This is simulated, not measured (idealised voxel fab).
Process module under the name voxel wiring stack
230 nm wide, 5 nm square cells: that's cross-section cut.
We lay out every cross-section as a grid of square cells and spell it out in bands from the top down, where one band means one or more rows of cells. First you get the band's top height and its bottom height, in nm, and then the materials it's made of, left to right, with each width in nm. If you see a single material with "edge to edge", that one covers the band edge to edge. "blank" is empty space. Height reference: 0 = level under which incoming wafer is all one material. Lowest band: no bottom, runs on downward, e.g. "0 nm and below". Graded width ("30 to 40"): value in top row of band = first number; value in bottom row = second number; row-to-row change constant. "remains unaltered" for a step: no cell of the cross-section changed in that step. Closed empty spaces (no open way to the top) of 8 cells or more are what "Sealed voids" lists, each as width x height at distance from the left edge, nm for all three. Past the settings on a step's line: simulator remark, on that step. "overlay nm" on a masked step: distance the mask lay right of its planned place, negative for left.

THE PROCESS STEPS THAT WERE PLANNED ARE LISTED BELOW
step 1: RECEIVE [material Si]
step 2: CONFORMAL_DEP [material SiO2] [thk nm 10]
step 3: DIRECTIONAL_DEP [material TiN] [thk nm 5]
step 4: DIRECTIONAL_DEP [material Ru] [thk nm 25]
step 5: PATTERN [tone cover] [mask id METAL_1] [material resist] [width nm 25] [pitch nm 55] [thk nm 20] [overlay nm 0]
step 6: DIRECTIONAL_ETCH [etch materials Ru] [depth nm 25]
step 7: DIRECTIONAL_ETCH [etch materials TiN] [depth nm 5]
step 8: STRIP [etch materials resist]
step 9: FILL_DEP [material SiO2] [thk nm 10]
step 10: CMP [height nm 40]
step 11: CONFORMAL_DEP [material SiCN] [thk nm 5]
step 12: DIRECTIONAL_DEP [material lowk] [thk nm 20]
step 13: MASKED_ETCH [tone open] [mask id PLUG_1] [width nm 15] [pitch nm 55] [etch materials lowk] [depth nm 20] [overlay nm 0]
step 14: MASKED_ETCH [tone open] [mask id PLUG_1] [width nm 15] [pitch nm 55] [etch materials SiCN] [depth nm 5] [overlay nm 0]
step 15: EPI [material Ru] [thk nm 10]
step 16: EPI [material Ru] [thk nm 10]
step 17: EPI [material Ru] [thk nm 5]
step 18: CONFORMAL_DEP [material SiN] [thk nm 5]
step 19: DIRECTIONAL_DEP [material lowk] [thk nm 20]
step 20: MASKED_ETCH [tone open] [mask id METAL_2] [width nm 25] [pitch nm 55] [etch materials lowk] [depth nm 20] [overlay nm 0]
step 21: MASKED_ETCH [tone open] [mask id METAL_2] [width nm 25] [pitch nm 55] [etch materials SiN] [depth nm 5] [overlay nm 0]
step 22: CONFORMAL_DEP [material TiN] [thk nm 5]
step 23: FILL_DEP [material Ru] [thk nm 10]
step 24: CMP [height nm 90]
step 25: EPI [material Ru] [thk nm 5]
step 26: FILL_DEP [material SiCN] [thk nm 5]
step 27: DIRECTIONAL_DEP [material lowk] [thk nm 35]
step 28: DIRECTIONAL_DEP [material aC] [thk nm 10]
step 29: PATTERN [tone open] [mask id METAL_3] [material resist] [width nm 25] [pitch nm 55] [thk nm 25] [overlay nm 0]
step 30: DIRECTIONAL_ETCH [etch materials aC] [depth nm 10]
step 31: STRIP [etch materials resist]
step 32: DIRECTIONAL_ETCH [etch materials lowk] [depth nm 20]
step 33: STRIP [etch materials aC]
step 34: DIRECTIONAL_DEP [material aC] [thk nm 10]
step 35: PATTERN [tone open] [mask id METAL_3_HOLES] [material resist] [width nm 15] [pitch nm 55] [thk nm 30] [overlay nm 0]
step 36: DIRECTIONAL_ETCH [etch materials aC] [depth nm 10]
step 37: STRIP [etch materials resist]
step 38: DIRECTIONAL_ETCH [etch materials lowk] [depth nm 15]
step 39: DIRECTIONAL_ETCH [etch materials SiCN] [depth nm 5]
step 40: STRIP [etch materials aC]
step 41: CONFORMAL_DEP [material TiN] [thk nm 5]
step 42: FILL_DEP [material Cu] [thk nm 10]
step 43: CMP [height nm 135]
step 44: CONFORMAL_DEP [material SiN] [thk nm 5]

WAFER, FIRST OF TWO, RUN AS PLANNED

THE CROSS-SECTION HERE SHOWS THE WAFER AS RECEIVED, I.E. IN ITS STATE AFTER STEP 1
  0 nm and below | Si edge to edge
  Sealed voids: none

UPON COMPLETION OF STEP 2, THE WAFER APPEARS IN CROSS-SECTION AS SHOWN
  10 nm to 0 nm | SiO2 edge to edge
  Under 0: no change, same as before.

UPON COMPLETION OF STEP 3, THE WAFER APPEARS IN CROSS-SECTION AS SHOWN
  15 nm to 10 nm | TiN edge to edge
  Under 10: no change, same as before.

UPON COMPLETION OF STEP 4, THE WAFER APPEARS IN CROSS-SECTION AS SHOWN
  40 nm to 15 nm | Ru edge to edge
  Under 15: no change, same as before.

UPON COMPLETION OF STEP 5, THE WAFER APPEARS IN CROSS-SECTION AS SHOWN
  60 nm to 40 nm | 75 of blank, 25 of resist, 30 of blank, 25 of resist, 75 of blank
  Under 40: no change, same as before.

UPON COMPLETION OF STEP 6, THE WAFER APPEARS IN CROSS-SECTION AS SHOWN
  60 nm to 40 nm | 75 of blank, 25 of resist, 30 of blank, 25 of resist, 75 of blank
  40 nm to 15 nm | 75 of blank, 25 of Ru, 30 of blank, 25 of Ru, 75 of blank
  Under 15: no change, same as before.

UPON COMPLETION OF STEP 7, THE WAFER APPEARS IN CROSS-SECTION AS SHOWN
  60 nm to 40 nm | 75 of blank, 25 of resist, 30 of blank, 25 of resist, 75 of blank
  40 nm to 15 nm | 75 of blank, 25 of Ru, 30 of blank, 25 of Ru, 75 of blank
  15 nm to 10 nm | 75 of blank, 25 of TiN, 30 of blank, 25 of TiN, 75 of blank
  Under 10: no change, same as before.

UPON COMPLETION OF STEP 8, THE WAFER APPEARS IN CROSS-SECTION AS SHOWN
  40 nm to 15 nm | 75 of blank, 25 of Ru, 30 of blank, 25 of Ru, 75 of blank
  Under 15: no change, same as before.

UPON COMPLETION OF STEP 9, THE WAFER APPEARS IN CROSS-SECTION AS SHOWN
  50 nm to 40 nm | SiO2 edge to edge
  40 nm to 15 nm | 75 of SiO2, 25 of Ru, 30 of SiO2, 25 of Ru, 75 of SiO2
  15 nm to 10 nm | 75 of SiO2, 25 of TiN, 30 of SiO2, 25 of TiN, 75 of SiO2
  Under 10: no change, same as before.

UPON COMPLETION OF STEP 10, THE WAFER APPEARS IN CROSS-SECTION AS SHOWN
  40 nm to 15 nm | 75 of SiO2, 25 of Ru, 30 of SiO2, 25 of Ru, 75 of SiO2
  Under 15: no change, same as before.

UPON COMPLETION OF STEP 11, THE WAFER APPEARS IN CROSS-SECTION AS SHOWN
  45 nm to 40 nm | SiCN edge to edge
  Under 40: no change, same as before.

UPON COMPLETION OF STEP 12, THE WAFER APPEARS IN CROSS-SECTION AS SHOWN
  65 nm to 45 nm | lowk edge to edge
  Under 45: no change, same as before.

UPON COMPLETION OF STEP 13, THE WAFER APPEARS IN CROSS-SECTION AS SHOWN
  65 nm to 45 nm | 75 of lowk, 15 of blank, 40 of lowk, 15 of blank, 85 of lowk
  Under 45: no change, same as before.

UPON COMPLETION OF STEP 14, THE WAFER APPEARS IN CROSS-SECTION AS SHOWN
  65 nm to 45 nm | 75 of lowk, 15 of blank, 40 of lowk, 15 of blank, 85 of lowk
  45 nm to 40 nm | 75 of SiCN, 15 of blank, 40 of SiCN, 15 of blank, 85 of SiCN
  Under 40: no change, same as before.

UPON COMPLETION OF STEP 15, THE WAFER APPEARS IN CROSS-SECTION AS SHOWN
  65 nm to 50 nm | 75 of lowk, 15 of blank, 40 of lowk, 15 of blank, 85 of lowk
  50 nm to 45 nm | 75 of lowk, 15 of Ru, 40 of lowk, 15 of Ru, 85 of lowk
  45 nm to 40 nm | 75 of SiCN, 15 of Ru, 40 of SiCN, 15 of Ru, 85 of SiCN
  Under 40: no change, same as before.

UPON COMPLETION OF STEP 16, THE WAFER APPEARS IN CROSS-SECTION AS SHOWN
  65 nm to 60 nm | 75 of lowk, 15 of blank, 40 of lowk, 15 of blank, 85 of lowk
  60 nm to 45 nm | 75 of lowk, 15 of Ru, 40 of lowk, 15 of Ru, 85 of lowk
  Under 45: no change, same as before.

UPON COMPLETION OF STEP 17, THE WAFER APPEARS IN CROSS-SECTION AS SHOWN
  65 nm to 45 nm | 75 of lowk, 15 of Ru, 40 of lowk, 15 of Ru, 85 of lowk
  Under 45: no change, same as before.

UPON COMPLETION OF STEP 18, THE WAFER APPEARS IN CROSS-SECTION AS SHOWN
  70 nm to 65 nm | SiN edge to edge
  Under 65: no change, same as before.

UPON COMPLETION OF STEP 19, THE WAFER APPEARS IN CROSS-SECTION AS SHOWN
  90 nm to 70 nm | lowk edge to edge
  Under 70: no change, same as before.

UPON COMPLETION OF STEP 20, THE WAFER APPEARS IN CROSS-SECTION AS SHOWN
  90 nm to 70 nm | 75 of lowk, 25 of blank, 30 of lowk, 25 of blank, 75 of lowk
  Under 70: no change, same as before.

UPON COMPLETION OF STEP 21, THE WAFER APPEARS IN CROSS-SECTION AS SHOWN
  90 nm to 70 nm | 75 of lowk, 25 of blank, 30 of lowk, 25 of blank, 75 of lowk
  70 nm to 65 nm | 75 of SiN, 25 of blank, 30 of SiN, 25 of blank, 75 of SiN
  Under 65: no change, same as before.

UPON COMPLETION OF STEP 22, THE WAFER APPEARS IN CROSS-SECTION AS SHOWN
  95 nm to 90 nm | 80 of TiN, 15 of blank, 40 of TiN, 15 of blank, 80 of TiN
  90 nm to 70 nm | 75 of lowk, 5 of TiN, 15 of blank, 5 of TiN, 30 of lowk, 5 of TiN, 15 of blank, 5 of TiN, 75 of lowk
  70 nm to 65 nm | 75 of SiN, 25 of TiN, 30 of SiN, 25 of TiN, 75 of SiN
  Under 65: no change, same as before.

UPON COMPLETION OF STEP 23, THE WAFER APPEARS IN CROSS-SECTION AS SHOWN
  105 nm to 95 nm | Ru edge to edge
  95 nm to 90 nm | 80 of TiN, 15 of Ru, 40 of TiN, 15 of Ru, 80 of TiN
  90 nm to 70 nm | 75 of lowk, 5 of TiN, 15 of Ru, 5 of TiN, 30 of lowk, 5 of TiN, 15 of Ru, 5 of TiN, 75 of lowk
  Under 70: no change, same as before.

UPON COMPLETION OF STEP 24, THE WAFER APPEARS IN CROSS-SECTION AS SHOWN
  90 nm to 70 nm | 75 of lowk, 5 of TiN, 15 of Ru, 5 of TiN, 30 of lowk, 5 of TiN, 15 of Ru, 5 of TiN, 75 of lowk
  Under 70: no change, same as before.

UPON COMPLETION OF STEP 25, THE WAFER APPEARS IN CROSS-SECTION AS SHOWN
  95 nm to 90 nm | 70 of blank, 35 of Ru, 20 of blank, 35 of Ru, 70 of blank
  Under 90: no change, same as before.

UPON COMPLETION OF STEP 26, THE WAFER APPEARS IN CROSS-SECTION AS SHOWN
  100 nm to 95 nm | SiCN edge to edge
  95 nm to 90 nm | 70 of SiCN, 35 of Ru, 20 of SiCN, 35 of Ru, 70 of SiCN
  Under 90: no change, same as before.

UPON COMPLETION OF STEP 27, THE WAFER APPEARS IN CROSS-SECTION AS SHOWN
  135 nm to 100 nm | lowk edge to edge
  Under 100: no change, same as before.

UPON COMPLETION OF STEP 28, THE WAFER APPEARS IN CROSS-SECTION AS SHOWN
  145 nm to 135 nm | aC edge to edge
  Under 135: no change, same as before.

UPON COMPLETION OF STEP 29, THE WAFER APPEARS IN CROSS-SECTION AS SHOWN
  170 nm to 145 nm | 75 of resist, 25 of blank, 30 of resist, 25 of blank, 75 of resist
  Under 145: no change, same as before.

UPON COMPLETION OF STEP 30, THE WAFER APPEARS IN CROSS-SECTION AS SHOWN
  160 nm to 145 nm | 75 of resist, 25 of blank, 30 of resist, 25 of blank, 75 of resist
  145 nm to 135 nm | 75 of aC, 25 of blank, 30 of aC, 25 of blank, 75 of aC
  Under 135: no change, same as before.

UPON COMPLETION OF STEP 31, THE WAFER APPEARS IN CROSS-SECTION AS SHOWN
  145 nm to 135 nm | 75 of aC, 25 of blank, 30 of aC, 25 of blank, 75 of aC
  Under 135: no change, same as before.

UPON COMPLETION OF STEP 32, THE WAFER APPEARS IN CROSS-SECTION AS SHOWN
  145 nm to 135 nm | 75 of aC, 25 of blank, 30 of aC, 25 of blank, 75 of aC
  135 nm to 115 nm | 75 of lowk, 25 of blank, 30 of lowk, 25 of blank, 75 of lowk
  Under 115: no change, same as before.

UPON COMPLETION OF STEP 33, THE WAFER APPEARS IN CROSS-SECTION AS SHOWN
  135 nm to 115 nm | 75 of lowk, 25 of blank, 30 of lowk, 25 of blank, 75 of lowk
  Under 115: no change, same as before.

UPON COMPLETION OF STEP 34, THE WAFER APPEARS IN CROSS-SECTION AS SHOWN
  145 nm to 135 nm | 75 of aC, 25 of blank, 30 of aC, 25 of blank, 75 of aC
  135 nm to 125 nm | 75 of lowk, 25 of blank, 30 of lowk, 25 of blank, 75 of lowk
  125 nm to 115 nm | 75 of lowk, 25 of aC, 30 of lowk, 25 of aC, 75 of lowk
  Under 115: no change, same as before.

UPON COMPLETION OF STEP 35, THE WAFER APPEARS IN CROSS-SECTION AS SHOWN
  175 nm to 145 nm | 75 of resist, 15 of blank, 40 of resist, 15 of blank, 85 of resist
  145 nm to 135 nm | 75 of aC, 15 of blank, 10 of resist, 30 of aC, 15 of blank, 10 of resist, 75 of aC
  135 nm to 125 nm | 75 of lowk, 15 of blank, 10 of resist, 30 of lowk, 15 of blank, 10 of resist, 75 of lowk
  Under 125: no change, same as before.

UPON COMPLETION OF STEP 36, THE WAFER APPEARS IN CROSS-SECTION AS SHOWN
  165 nm to 145 nm | 75 of resist, 15 of blank, 40 of resist, 15 of blank, 85 of resist
  145 nm to 135 nm | 75 of aC, 15 of blank, 10 of resist, 30 of aC, 15 of blank, 10 of resist, 75 of aC
  135 nm to 125 nm | 75 of lowk, 15 of blank, 10 of resist, 30 of lowk, 15 of blank, 10 of resist, 75 of lowk
  125 nm to 115 nm | 75 of lowk, 15 of blank, 10 of aC, 30 of lowk, 15 of blank, 10 of aC, 75 of lowk
  Under 115: no change, same as before.

UPON COMPLETION OF STEP 37, THE WAFER APPEARS IN CROSS-SECTION AS SHOWN
  145 nm to 135 nm | 75 of aC, 25 of blank, 30 of aC, 25 of blank, 75 of aC
  135 nm to 125 nm | 75 of lowk, 25 of blank, 30 of lowk, 25 of blank, 75 of lowk
  Under 125: no change, same as before.

UPON COMPLETION OF STEP 38, THE WAFER APPEARS IN CROSS-SECTION AS SHOWN
  145 nm to 135 nm | 75 of aC, 25 of blank, 30 of aC, 25 of blank, 75 of aC
  135 nm to 125 nm | 75 of lowk, 25 of blank, 30 of lowk, 25 of blank, 75 of lowk
  125 nm to 115 nm | 75 of lowk, 15 of blank, 10 of aC, 30 of lowk, 15 of blank, 10 of aC, 75 of lowk
  115 nm to 100 nm | 75 of lowk, 15 of blank, 40 of lowk, 15 of blank, 85 of lowk
  Under 100: no change, same as before.

UPON COMPLETION OF STEP 39, THE WAFER APPEARS IN CROSS-SECTION AS SHOWN
  145 nm to 135 nm | 75 of aC, 25 of blank, 30 of aC, 25 of blank, 75 of aC
  135 nm to 125 nm | 75 of lowk, 25 of blank, 30 of lowk, 25 of blank, 75 of lowk
  125 nm to 115 nm | 75 of lowk, 15 of blank, 10 of aC, 30 of lowk, 15 of blank, 10 of aC, 75 of lowk
  115 nm to 100 nm | 75 of lowk, 15 of blank, 40 of lowk, 15 of blank, 85 of lowk
  100 nm to 95 nm | 75 of SiCN, 15 of blank, 40 of SiCN, 15 of blank, 85 of SiCN
  Under 95: no change, same as before.

UPON COMPLETION OF STEP 40, THE WAFER APPEARS IN CROSS-SECTION AS SHOWN
  135 nm to 115 nm | 75 of lowk, 25 of blank, 30 of lowk, 25 of blank, 75 of lowk
  Under 115: no change, same as before.

UPON COMPLETION OF STEP 41, THE WAFER APPEARS IN CROSS-SECTION AS SHOWN
  140 nm to 135 nm | 80 of TiN, 15 of blank, 40 of TiN, 15 of blank, 80 of TiN
  135 nm to 120 nm | 75 of lowk, 5 of TiN, 15 of blank, 5 of TiN, 30 of lowk, 5 of TiN, 15 of blank, 5 of TiN, 75 of lowk
  120 nm to 115 nm | 75 of lowk, 5 of TiN, 5 of blank, 15 of TiN, 30 of lowk, 5 of TiN, 5 of blank, 15 of TiN, 75 of lowk
  115 nm to 100 nm | 75 of lowk, 5 of TiN, 5 of blank, 5 of TiN, 40 of lowk, 5 of TiN, 5 of blank, 5 of TiN, 85 of lowk
  100 nm to 95 nm | 75 of SiCN, 15 of TiN, 40 of SiCN, 15 of TiN, 85 of SiCN
  Under 95: no change, same as before.

UPON COMPLETION OF STEP 42, THE WAFER APPEARS IN CROSS-SECTION AS SHOWN
  150 nm to 140 nm | Cu edge to edge
  140 nm to 135 nm | 80 of TiN, 15 of Cu, 40 of TiN, 15 of Cu, 80 of TiN
  135 nm to 120 nm | 75 of lowk, 5 of TiN, 15 of Cu, 5 of TiN, 30 of lowk, 5 of TiN, 15 of Cu, 5 of TiN, 75 of lowk
  120 nm to 115 nm | 75 of lowk, 5 of TiN, 5 of Cu, 15 of TiN, 30 of lowk, 5 of TiN, 5 of Cu, 15 of TiN, 75 of lowk
  115 nm to 100 nm | 75 of lowk, 5 of TiN, 5 of Cu, 5 of TiN, 40 of lowk, 5 of TiN, 5 of Cu, 5 of TiN, 85 of lowk
  Under 100: no change, same as before.

UPON COMPLETION OF STEP 43, THE WAFER APPEARS IN CROSS-SECTION AS SHOWN
  135 nm to 120 nm | 75 of lowk, 5 of TiN, 15 of Cu, 5 of TiN, 30 of lowk, 5 of TiN, 15 of Cu, 5 of TiN, 75 of lowk
  Under 120: no change, same as before.

UPON COMPLETION OF STEP 44, THE WAFER APPEARS IN CROSS-SECTION AS SHOWN
  140 nm to 135 nm | SiN edge to edge
  Under 135: no change, same as before.

SECOND WAFER: SAME START AND SAME PLAN AS THE FIRST, ONE EXECUTION ERROR; IDENTICAL TO THE FIRST THROUGH STEP 31

CROSS-SECTION, SECOND WAFER, AT THE END TIME THE PLAN GIVES FOR STEP 32
  145 nm to 135 nm | 75 of aC, 25 of blank, 30 of aC, 25 of blank, 75 of aC
  135 nm to 100 nm | 75 of lowk, 25 of blank, 30 of lowk, 25 of blank, 75 of lowk
  Under 100: no change, same as before.

CROSS-SECTION, SECOND WAFER, AT THE END TIME THE PLAN GIVES FOR STEP 33
  135 nm to 100 nm | 75 of lowk, 25 of blank, 30 of lowk, 25 of blank, 75 of lowk
  Under 100: no change, same as before.

CROSS-SECTION, SECOND WAFER, AT THE END TIME THE PLAN GIVES FOR STEP 34
  145 nm to 135 nm | 75 of aC, 25 of blank, 30 of aC, 25 of blank, 75 of aC
  135 nm to 110 nm | 75 of lowk, 25 of blank, 30 of lowk, 25 of blank, 75 of lowk
  110 nm to 100 nm | 75 of lowk, 25 of aC, 30 of lowk, 25 of aC, 75 of lowk
  Under 100: no change, same as before.

CROSS-SECTION, SECOND WAFER, AT THE END TIME THE PLAN GIVES FOR STEP 35
  175 nm to 145 nm | 75 of resist, 15 of blank, 40 of resist, 15 of blank, 85 of resist
  145 nm to 135 nm | 75 of aC, 15 of blank, 10 of resist, 30 of aC, 15 of blank, 10 of resist, 75 of aC
  135 nm to 110 nm | 75 of lowk, 15 of blank, 10 of resist, 30 of lowk, 15 of blank, 10 of resist, 75 of lowk
  Under 110: no change, same as before.

CROSS-SECTION, SECOND WAFER, AT THE END TIME THE PLAN GIVES FOR STEP 36
  165 nm to 145 nm | 75 of resist, 15 of blank, 40 of resist, 15 of blank, 85 of resist
  145 nm to 135 nm | 75 of aC, 15 of blank, 10 of resist, 30 of aC, 15 of blank, 10 of resist, 75 of aC
  135 nm to 110 nm | 75 of lowk, 15 of blank, 10 of resist, 30 of lowk, 15 of blank, 10 of resist, 75 of lowk
  110 nm to 100 nm | 75 of lowk, 15 of blank, 10 of aC, 30 of lowk, 15 of blank, 10 of aC, 75 of lowk
  Under 100: no change, same as before.

CROSS-SECTION, SECOND WAFER, AT THE END TIME THE PLAN GIVES FOR STEP 37
  145 nm to 135 nm | 75 of aC, 25 of blank, 30 of aC, 25 of blank, 75 of aC
  135 nm to 110 nm | 75 of lowk, 25 of blank, 30 of lowk, 25 of blank, 75 of lowk
  Under 110: no change, same as before.

Cross-section, second wafer, at the end time the plan gives for step 38: remains unaltered

CROSS-SECTION, SECOND WAFER, AT THE END TIME THE PLAN GIVES FOR STEP 39
  145 nm to 135 nm | 75 of aC, 25 of blank, 30 of aC, 25 of blank, 75 of aC
  135 nm to 110 nm | 75 of lowk, 25 of blank, 30 of lowk, 25 of blank, 75 of lowk
  110 nm to 100 nm | 75 of lowk, 15 of blank, 10 of aC, 30 of lowk, 15 of blank, 10 of aC, 75 of lowk
  100 nm to 95 nm | 75 of SiCN, 15 of blank, 40 of SiCN, 15 of blank, 85 of SiCN
  Under 95: no change, same as before.

CROSS-SECTION, SECOND WAFER, AT THE END TIME THE PLAN GIVES FOR STEP 40
  135 nm to 100 nm | 75 of lowk, 25 of blank, 30 of lowk, 25 of blank, 75 of lowk
  Under 100: no change, same as before.

CROSS-SECTION, SECOND WAFER, AT THE END TIME THE PLAN GIVES FOR STEP 41
  140 nm to 135 nm | 80 of TiN, 15 of blank, 40 of TiN, 15 of blank, 80 of TiN
  135 nm to 105 nm | 75 of lowk, 5 of TiN, 15 of blank, 5 of TiN, 30 of lowk, 5 of TiN, 15 of blank, 5 of TiN, 75 of lowk
  105 nm to 100 nm | 75 of lowk, 5 of TiN, 5 of blank, 15 of TiN, 30 of lowk, 5 of TiN, 5 of blank, 15 of TiN, 75 of lowk
  100 nm to 95 nm | 75 of SiCN, 15 of TiN, 40 of SiCN, 15 of TiN, 85 of SiCN
  Under 95: no change, same as before.

CROSS-SECTION, SECOND WAFER, AT THE END TIME THE PLAN GIVES FOR STEP 42
  150 nm to 140 nm | Cu edge to edge
  140 nm to 135 nm | 80 of TiN, 15 of Cu, 40 of TiN, 15 of Cu, 80 of TiN
  135 nm to 105 nm | 75 of lowk, 5 of TiN, 15 of Cu, 5 of TiN, 30 of lowk, 5 of TiN, 15 of Cu, 5 of TiN, 75 of lowk
  105 nm to 100 nm | 75 of lowk, 5 of TiN, 5 of Cu, 15 of TiN, 30 of lowk, 5 of TiN, 5 of Cu, 15 of TiN, 75 of lowk
  Under 100: no change, same as before.

CROSS-SECTION, SECOND WAFER, AT THE END TIME THE PLAN GIVES FOR STEP 43
  135 nm to 105 nm | 75 of lowk, 5 of TiN, 15 of Cu, 5 of TiN, 30 of lowk, 5 of TiN, 15 of Cu, 5 of TiN, 75 of lowk
  Under 105: no change, same as before.

CROSS-SECTION, SECOND WAFER, AT THE END TIME THE PLAN GIVES FOR STEP 44
  140 nm to 135 nm | SiN edge to edge
  Under 135: no change, same as before.
Nonconformance to the process plan: step 32 of the plan was executed twice over
Final tally in cells, some materials are higher or lower on the second wafer than on the first: 12 more of Cu; 12 fewer of lowk
